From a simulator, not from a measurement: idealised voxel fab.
Process module under the name voxel trench capacitor
Cross-section cut spans 255 nm and uses square cells 5 nm in size.
When this document writes out a cross-section, it uses a grid of square cells and lists it as bands, beginning at the top and moving down, with a band standing for one or more rows of cells. Top, bottom (nm), then materials left to right with widths (nm); lone material tagged "everywhere" fills the whole band edge to edge; "air" = empty space. The reference from which all heights are counted is 0, the level beneath which the as-received wafer is entirely one material; the lowest band, having no lower bound, proceeds downward and is written after the example "0 down". Width spec "30->40" -> top row of cells at first value, bottom row at second value, equal per-row change in between. You'll sometimes find "nothing got changed" written for a step, and that's the way of saying that nowhere in the cross-section did a cell change during that step. Voids not open to the top, 8 cells minimum: see "Sealed internal voids". Written width x height at distance; distance is from the left edge; nm. Text after the settings on a step's line: the simulator's own remark on that step. If you see "overlay nm" on a step's line and that step has a mask, it's telling you how far right of where it was planned the mask ended up; a negative number means it went left instead.
LISTED BELOW ARE THE PROCESS STEPS AS PLANNED
1,RECEIVE with material Si
2,CONFORMAL_DEP with material SiN, thk nm 5
3,PATTERN with tone open, mask id TRENCH, material resist, width nm 25, pitch nm 50, thk nm 20, overlay nm 0
4,DIRECTIONAL_ETCH with etch materials SiN, depth nm 5
5,DIRECTIONAL_ETCH with etch materials Si, depth nm 30
6,STRIP with etch materials resist
7,CONFORMAL_DEP with material HfO2, thk nm 5
8,CONFORMAL_DEP with material TiN, thk nm 5
9,FILL_DEP with material W, thk nm 10
10,CMP with height nm 5
THIS IS THE CROSS-SECTION OF THE WAFER AS WE RECEIVED IT, I.E. AFTER STEP 1
  0 down = Si everywhere
  Sealed internal voids: none
CROSS-SECTION, FIRST OF TWO WAFERS, END OF MODULE, RUN AS PLANNED
  5 to 0 = SiN 65 nm, HfO2 5 nm, TiN 5 nm, W 5 nm, TiN 5 nm, HfO2 5 nm, SiN 25 nm, HfO2 5 nm, TiN 5 nm, W 5 nm, TiN 5 nm, HfO2 5 nm, SiN 25 nm, HfO2 5 nm, TiN 5 nm, W 5 nm, TiN 5 nm, HfO2 5 nm, SiN 65 nm
  0 to -20 = Si 65 nm, HfO2 5 nm, TiN 5 nm, W 5 nm, TiN 5 nm, HfO2 5 nm, Si 25 nm, HfO2 5 nm, TiN 5 nm, W 5 nm, TiN 5 nm, HfO2 5 nm, Si 25 nm, HfO2 5 nm, TiN 5 nm, W 5 nm, TiN 5 nm, HfO2 5 nm, Si 65 nm
  -20 to -25 = Si 65 nm, HfO2 5 nm, TiN 15 nm, HfO2 5 nm, Si 25 nm, HfO2 5 nm, TiN 15 nm, HfO2 5 nm, Si 25 nm, HfO2 5 nm, TiN 15 nm, HfO2 5 nm, Si 65 nm
  -25 to -30 = Si 65 nm, HfO2 25 nm, Si 25 nm, HfO2 25 nm, Si 25 nm, HfO2 25 nm, Si 65 nm
  -30 down = Si everywhere
  Sealed internal voids: none
CROSS-SECTION AT END OF MODULE FOR THE SECOND WAFER OF TWO, WHICH MATCHED THE FIRST IN STARTING POINT AND PLAN AND DIFFERED BY ONE MISTAKE IN ITS PROCESSING
  5 to 0 = SiN 65 nm, TiN 5 nm, HfO2 5 nm, W 5 nm, HfO2 5 nm, TiN 5 nm, SiN 25 nm, TiN 5 nm, HfO2 5 nm, W 5 nm, HfO2 5 nm, TiN 5 nm, SiN 25 nm, TiN 5 nm, HfO2 5 nm, W 5 nm, HfO2 5 nm, TiN 5 nm, SiN 65 nm
  0 to -20 = Si 65 nm, TiN 5 nm, HfO2 5 nm, W 5 nm, HfO2 5 nm, TiN 5 nm, Si 25 nm, TiN 5 nm, HfO2 5 nm, W 5 nm, HfO2 5 nm, TiN 5 nm, Si 25 nm, TiN 5 nm, HfO2 5 nm, W 5 nm, HfO2 5 nm, TiN 5 nm, Si 65 nm
  -20 to -25 = Si 65 nm, TiN 5 nm, HfO2 15 nm, TiN 5 nm, Si 25 nm, TiN 5 nm, HfO2 15 nm, TiN 5 nm, Si 25 nm, TiN 5 nm, HfO2 15 nm, TiN 5 nm, Si 65 nm
  -25 to -30 = Si 65 nm, TiN 25 nm, Si 25 nm, TiN 25 nm, Si 25 nm, TiN 25 nm, Si 65 nm
  -30 down = Si everywhere
  Sealed internal voids: none
What went wrong in running the wafer? contrary to the plan, steps 7 and 8 were processed in exchanged order
Materials where the second wafer ends with more or fewer cells than the first: HfO2: 12 fewer, TiN: 12 more
